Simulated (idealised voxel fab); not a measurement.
This is a process module. Its name is voxel gate over fins.
Cross-section cut: width 290 nm, square cells of 5 nm.
In this document a cross-section is written as a grid of square cells. It is given as a series of bands, listed from the top down, and a band is one or more rows of cells. Band entry format. Leading values: height of top, height of bottom, nm. Remainder: materials in left-to-right order, each with its width in nm. Special words: "all across" on a single material, which then fills the band edge to edge; "empty", empty space. Measure heights from 0. That's the level where, below it, the as-received wafer is all one material. The lowest band is bottomless and extends downward; write it as in "0..down". Top row gets the first number, bottom row gets the second, and each row in between changes by the same step: that is how a band width like "30 to 40" works. Any step labelled "nothing altered" changed none of the cells in the cross-section. You'll see "Sealed cavities" listing empty spaces that have no way open to the top, as long as they're 8 cells or more; the notation is width x height at distance, where the distance is from the left edge, and all of it is in nm. On each step's line, the part that comes after the settings is the simulator's own comment on the step. overlay nm: mask offset rightward from planned place, masked step; negative means leftward offset.
## Planned process steps
1 op RECEIVE | material Si
2 op CONFORMAL_DEP | material SiN | thk nm 5
3 op MASKED_ETCH | tone cover | mask id FINS | width nm 15 | pitch nm 35 | etch materials SiN | depth nm 5 | overlay nm 0
4 op MASKED_ETCH | tone cover | mask id FINS | width nm 15 | pitch nm 35 | etch materials Si | depth nm 35 | overlay nm 0
5 op FILL_DEP | material SiO2 | thk nm 5
6 op CMP | height nm 5
7 op SELECTIVE_ETCH | etch materials SiO2 | depth nm 15
8 op STRIP | etch materials SiN
9 op CONFORMAL_DEP | material HfO2 | thk nm 5
10 op CONFORMAL_DEP | material TiN | thk nm 5
11 op FILL_DEP | material W | thk nm 15
12 op CMP | height nm 20
13 op CONFORMAL_DEP | material SiCN | thk nm 5
## Shown in cross-section is the wafer as received, that is, as it stands after step 1
  0..down  Si all across
  Sealed cavities: none
## Wafer cross-section at module end: first of two, run to plan
  25..20  SiCN all across
  20..10  W all across
  10..5  110 nm W / 70 nm TiN / 110 nm W
  5..0  110 nm W / 5 nm TiN / 25 nm HfO2 / 10 nm TiN / 25 nm HfO2 / 5 nm TiN / 110 nm W
  0..-5  115 nm TiN / 5 nm HfO2 / 15 nm Si / 5 nm HfO2 / 10 nm TiN / 5 nm HfO2 / 15 nm Si / 5 nm HfO2 / 115 nm TiN
  -5..-10  120 nm HfO2 / 15 nm Si / 20 nm HfO2 / 15 nm Si / 120 nm HfO2
  -10..-35  120 nm SiO2 / 15 nm Si / 20 nm SiO2 / 15 nm Si / 120 nm SiO2
  -35..down  Si all across
  Sealed cavities: none
## second wafer at the end: like start, like plan, one mistake
  25..20  SiCN all across
  20..10  W all across
  10..5  TiN all across
  5..0  HfO2 all across
  0..-35  120 nm SiO2 / 15 nm Si / 20 nm SiO2 / 15 nm Si / 120 nm SiO2
  -35..down  Si all across
  Sealed cavities: none
Deviation noted in wafer processing: in deviation from the planned setting, step 7 was conducted as op SELECTIVE_ETCH | etch materials SiO2 | depth nm 5
The closing comparison, in cells, has the second wafer with more or fewer of some materials than the first: -8 HfO2 | +104 SiO2 | -8 TiN | -88 W
